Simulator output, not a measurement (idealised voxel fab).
You're looking at the process module voxel lift off.
Displayed cross-section: cut, width of 285 nm, square cells sized 5 nm.
Format of a cross-section: grid, square cells. Given as bands. Order: top down. Band: one or more rows of cells.
Basically the band line says how high the top is and how high the bottom is, in nm, and then what's in it from left to right, every material with its width in nm. Empty space shows up as "empty", and if a single material carries "throughout" it runs the full band edge to edge.
All heights in this document are referenced to 0, defined as the level beneath which the wafer, as received, consists entirely of one material. The lowest band is not bounded below; it extends indefinitely downward and is written in the form "0..down".
You'd read "30..40" like this: the band's top row of cells is as wide as the first number, its bottom row is as wide as the second, and going down, every row changes width by the same amount as the row before did.
What does "stayed the same" mean for a step? It means no cell of the cross-section changed in that step.
Entry "Closed void table". Content: empty spaces with no open connection to the top, size 8 cells or greater. Each: width x height at distance. Distance: from left edge. Unit: nm.
Whatever follows a step's settings on its line is a remark the simulator itself makes about that step.
When a step includes a mask, the "overlay nm" setting on its line states how far to the right of its planned place that mask lay, and negative values state how far to the left.
### List of planned process steps
1. RECEIVE with material Si
2. CONFORMAL_DEP with material SiO2, thk nm 5
3. PATTERN with tone open, mask id LINES, material resist, width nm 15, pitch nm 30, thk nm 20, overlay nm 0
4. DIRECTIONAL_DEP with material Ru, thk nm 10
5. STRIP with etch materials resist
6. CONFORMAL_DEP with material SiO2, thk nm 5
### as received, after step 1
	0..down  Si throughout
	Closed void table: none
### First of two wafers at the end of the module, shown in cross-section; run carried out as planned
	20..15  100 empty, 25 SiO2, 5 empty, 25 SiO2, 5 empty, 25 SiO2, 100 empty
	15..10  100 empty, 5 SiO2, 15 Ru, 5 SiO2, 5 empty, 5 SiO2, 15 Ru, 5 SiO2, 5 empty, 5 SiO2, 15 Ru, 5 SiO2, 100 empty
	10..5  105 SiO2, 15 Ru, 15 SiO2, 15 Ru, 15 SiO2, 15 Ru, 105 SiO2
	5..0  SiO2 throughout
	0..down  Si throughout
	Closed void table: none
### End-of-module cross-section of the second wafer: identical starting point and process plan to the first, with one processing mistake
	20..15  105 empty, 25 SiO2, 5 empty, 25 SiO2, 5 empty, 25 SiO2, 95 empty
	15..10  105 empty, 5 SiO2, 15 Ru, 5 SiO2, 5 empty, 5 SiO2, 15 Ru, 5 SiO2, 5 empty, 5 SiO2, 15 Ru, 5 SiO2, 95 empty
	10..5  110 SiO2, 15 Ru, 15 SiO2, 15 Ru, 15 SiO2, 15 Ru, 100 SiO2
	5..0  SiO2 throughout
	0..down  Si throughout
	Closed void table: none
Deviation from plan: step 3 deviated from plan and actually ran as PATTERN with tone open, mask id LINES, material resist, width nm 15, pitch nm 30, thk nm 20, overlay nm 5
Cell counts per material: same on both final wafers. Positions: different.
